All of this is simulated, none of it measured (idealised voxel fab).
process module | voxel transistor to metal
cross-section cut | 205 nm wide | cells 5 nm
A cross-section is a grid of square cells, given in bands from the top down. A band is one or more rows of cells.
Each band's line starts with the height of the band's top and of its bottom, in nm. Then come its materials from left to right, each with its width in nm. One material with "throughout" fills the band from edge to edge. "air" is empty space.
Height 0 is the level under which the wafer as received is all one material. The lowest band goes on downwards, as in "0 down".
A width such as "30 to 40" changes by the same amount from each row of cells to the next, from the band's top row to its bottom row.
"no change" after a step means that no cell of the cross-section changed.
closed voids: empty space of 8 cells or more with no open way to the top, each as width x height at its distance from the left edge, in nm
after a step's settings: what the simulator itself notes on the step
overlay nm, on a step with a mask: how far to the right of its planned place the mask lay; to the left if negative
Each pair below shows a cross-section before one step and the cross-section after it, down to the lowest band that changed. The line under each pair gives the step between them, with its settings. The pairs can come from different runs of this module on the same starting wafer, so a pair continues from the pair above only where its "before" says so.
before
  50 to 35: air 80 | SiN 10 | SiCN 20 | SiN 10 | air 85
  35 to 5: air 80 | SiN 10 | polySi 20 | SiN 10 | air 85
  5 to -5: air 45 | SiN 10 | SiO2 90 | SiN 10 | air 50
  -5 to -10: SiO2 throughout
  -10 to -40: Si 45 | SiO2 110 | Si 50
  -40 down: Si throughout
  closed voids: none
after
  50 to 35: air 80 | SiN 10 | SiCN 20 | SiN 10 | air 85
  35 to 5: air 80 | SiN 10 | polySi 20 | SiN 10 | air 85
  5 to 0: air 45 | SiN 10 | air 25 | SiO2 40 | air 25 | SiN 10 | air 50
  0 to -5: air 45 | SiN 10 | SiO2 90 | SiN 10 | air 50
  -5 to -10: air 45 | SiO2 110 | air 50
  below -10: unchanged
  closed voids: none
the step between: op DIRECTIONAL_ETCH | etch materials SiO2 | depth nm 5
before: the cross-section after the pair above
after
  50 to 35: air 80 | SiN 10 | SiCN 20 | SiN 10 | air 85
  35 to 5: air 80 | SiN 10 | polySi 20 | SiN 10 | air 85
  5 to 0: air 45 | SiN 10 | air 25 | SiO2 40 | air 25 | SiN 10 | air 50
  0 to -5: air 45 | SiN 10 | SiO2 90 | SiN 10 | air 50
  -5 to -20: air 45 | SiO2 110 | air 50
  below -20: unchanged
  closed voids: none
the step between: op DIRECTIONAL_ETCH | etch materials Si | depth nm 10
before: the cross-section after the pair above
after
  50 to 35: air 80 | SiN 10 | SiCN 20 | SiN 10 | air 85
  35 to 5: air 80 | SiN 10 | polySi 20 | SiN 10 | air 85
  5 to 0: air 45 | SiN 10 | air 25 | SiO2 40 | air 25 | SiN 10 | air 50
  0 to -5: air 45 | SiN 10 | SiO2 90 | SiN 10 | air 50
  -5 to -20: SiGe 45 | SiO2 110 | SiGe 50
  below -20: unchanged
  closed voids: none
the step between: op EPI | material SiGe | thk nm 15
before: the cross-section after the pair above
after
  60 to 50: SiO2 throughout
  50 to 35: SiO2 80 | SiN 10 | SiCN 20 | SiN 10 | SiO2 85
  35 to 5: SiO2 80 | SiN 10 | polySi 20 | SiN 10 | SiO2 85
  5 to -5: SiO2 45 | SiN 10 | SiO2 90 | SiN 10 | SiO2 50
  below -5: unchanged
  closed voids: none
the step between: op FILL_DEP | material SiO2 | thk nm 10
before: the cross-section after the pair above
after
  40 to 35: SiO2 80 | SiN 10 | SiCN 20 | SiN 10 | SiO2 85
  below 35: unchanged
  closed voids: none
the step between: op CMP | height nm 40
before: the cross-section after the pair above
after
  50 to 40: SiO2 throughout
  below 40: unchanged
  closed voids: none
the step between: op DIRECTIONAL_DEP | material SiO2 | thk nm 10
before: the cross-section after the pair above
after
  65 to 50: resist 55 | air 20 | resist 50 | air 20 | resist 60
  below 50: unchanged
  closed voids: none
the step between: op PATTERN | tone open | mask id CONTACT | material resist | width nm 20 | pitch nm 70 | thk nm 15 | overlay nm 0
before: the cross-section after the pair above
after
  65 to 50: resist 55 | air 20 | resist 50 | air 20 | resist 60
  50 to 40: SiO2 55 | air 20 | SiO2 50 | air 20 | SiO2 60
  40 to 35: SiO2 55 | air 20 | SiO2 5 | SiN 10 | SiCN 20 | SiN 10 | SiO2 5 | air 20 | SiO2 60
  35 to 5: SiO2 55 | air 20 | SiO2 5 | SiN 10 | polySi 20 | SiN 10 | SiO2 5 | air 20 | SiO2 60
  5 to -5: SiO2 45 | SiN 10 | air 20 | SiO2 50 | air 20 | SiN 10 | SiO2 50
  below -5: unchanged
  closed voids: none
the step between: op DIRECTIONAL_ETCH | etch materials SiO2 | depth nm 55
before: the cross-section after the pair above
after
  50 to 40: SiO2 55 | air 20 | SiO2 50 | air 20 | SiO2 60
  below 40: unchanged
  closed voids: none
the step between: op STRIP | etch materials resist
before: the cross-section after the pair above
after
  55 to 50: TiN 60 | air 10 | TiN 60 | air 10 | TiN 65
  50 to 40: SiO2 55 | TiN 5 | air 10 | TiN 5 | SiO2 50 | TiN 5 | air 10 | TiN 5 | SiO2 60
  40 to 35: SiO2 55 | TiN 5 | air 10 | TiN 5 | SiO2 5 | SiN 10 | SiCN 20 | SiN 10 | SiO2 5 | TiN 5 | air 10 | TiN 5 | SiO2 60
  35 to 5: SiO2 55 | TiN 5 | air 10 | TiN 5 | SiO2 5 | SiN 10 | polySi 20 | SiN 10 | SiO2 5 | TiN 5 | air 10 | TiN 5 | SiO2 60
  5 to 0: SiO2 45 | SiN 10 | TiN 5 | air 10 | TiN 5 | SiO2 50 | TiN 5 | air 10 | TiN 5 | SiN 10 | SiO2 50
  0 to -5: SiO2 45 | SiN 10 | TiN 20 | SiO2 50 | TiN 20 | SiN 10 | SiO2 50
  below -5: unchanged
  closed voids: none
the step between: op CONFORMAL_DEP | material TiN | thk nm 5
before: the cross-section after the pair above
after
  65 to 55: W throughout
  55 to 50: TiN 60 | W 10 | TiN 60 | W 10 | TiN 65
  50 to 40: SiO2 55 | TiN 5 | W 10 | TiN 5 | SiO2 50 | TiN 5 | W 10 | TiN 5 | SiO2 60
  40 to 35: SiO2 55 | TiN 5 | W 10 | TiN 5 | SiO2 5 | SiN 10 | SiCN 20 | SiN 10 | SiO2 5 | TiN 5 | W 10 | TiN 5 | SiO2 60
  35 to 5: SiO2 55 | TiN 5 | W 10 | TiN 5 | SiO2 5 | SiN 10 | polySi 20 | SiN 10 | SiO2 5 | TiN 5 | W 10 | TiN 5 | SiO2 60
  5 to 0: SiO2 45 | SiN 10 | TiN 5 | W 10 | TiN 5 | SiO2 50 | TiN 5 | W 10 | TiN 5 | SiN 10 | SiO2 50
  below 0: unchanged
  closed voids: none
the step between: op FILL_DEP | material W | thk nm 10
before: the cross-section after the pair above
after
  50 to 40: SiO2 55 | TiN 5 | W 10 | TiN 5 | SiO2 50 | TiN 5 | W 10 | TiN 5 | SiO2 60
  below 40: unchanged
  closed voids: none
the step between: op CMP | height nm 50
before: the cross-section after the pair above
after
  55 to 50: TiN throughout
  below 50: unchanged
  closed voids: none
the step between: op DIRECTIONAL_DEP | material TiN | thk nm 5
before: the cross-section after the pair above
after
  80 to 55: Ru throughout
  below 55: unchanged
  closed voids: none
the step between: op DIRECTIONAL_DEP | material Ru | thk nm 25
before: the cross-section after the pair above
after
  80 to 55: air 55 | Ru 20 | air 50 | Ru 20 | air 60
  below 55: unchanged
  closed voids: none
the step between: op MASKED_ETCH | tone cover | mask id METAL_1 | width nm 20 | pitch nm 70 | etch materials Ru | depth nm 25 | overlay nm 0
before: the cross-section after the pair above
after
  80 to 55: air 55 | Ru 20 | air 50 | Ru 20 | air 60
  55 to 50: air 55 | TiN 20 | air 50 | TiN 20 | air 60
  below 50: unchanged
  closed voids: none
the step between: op MASKED_ETCH | tone cover | mask id METAL_1 | width nm 20 | pitch nm 70 | etch materials TiN | depth nm 5 | overlay nm 0
before: the cross-section after the pair above
after
  85 to 80: SiO2 throughout
  80 to 55: SiO2 55 | Ru 20 | SiO2 50 | Ru 20 | SiO2 60
  55 to 50: SiO2 55 | TiN 20 | SiO2 50 | TiN 20 | SiO2 60
  below 50: unchanged
  closed voids: none
the step between: op FILL_DEP | material SiO2 | thk nm 5
before: the cross-section after the pair above
after
  80 to 55: SiO2 55 | Ru 20 | SiO2 50 | Ru 20 | SiO2 60
  below 55: unchanged
  closed voids: none
the step between: op CMP | height nm 80
before: the cross-section after the pair above
after
  85 to 80: SiN throughout
  below 80: unchanged
  closed voids: none
the step between: op CONFORMAL_DEP | material SiN | thk nm 5
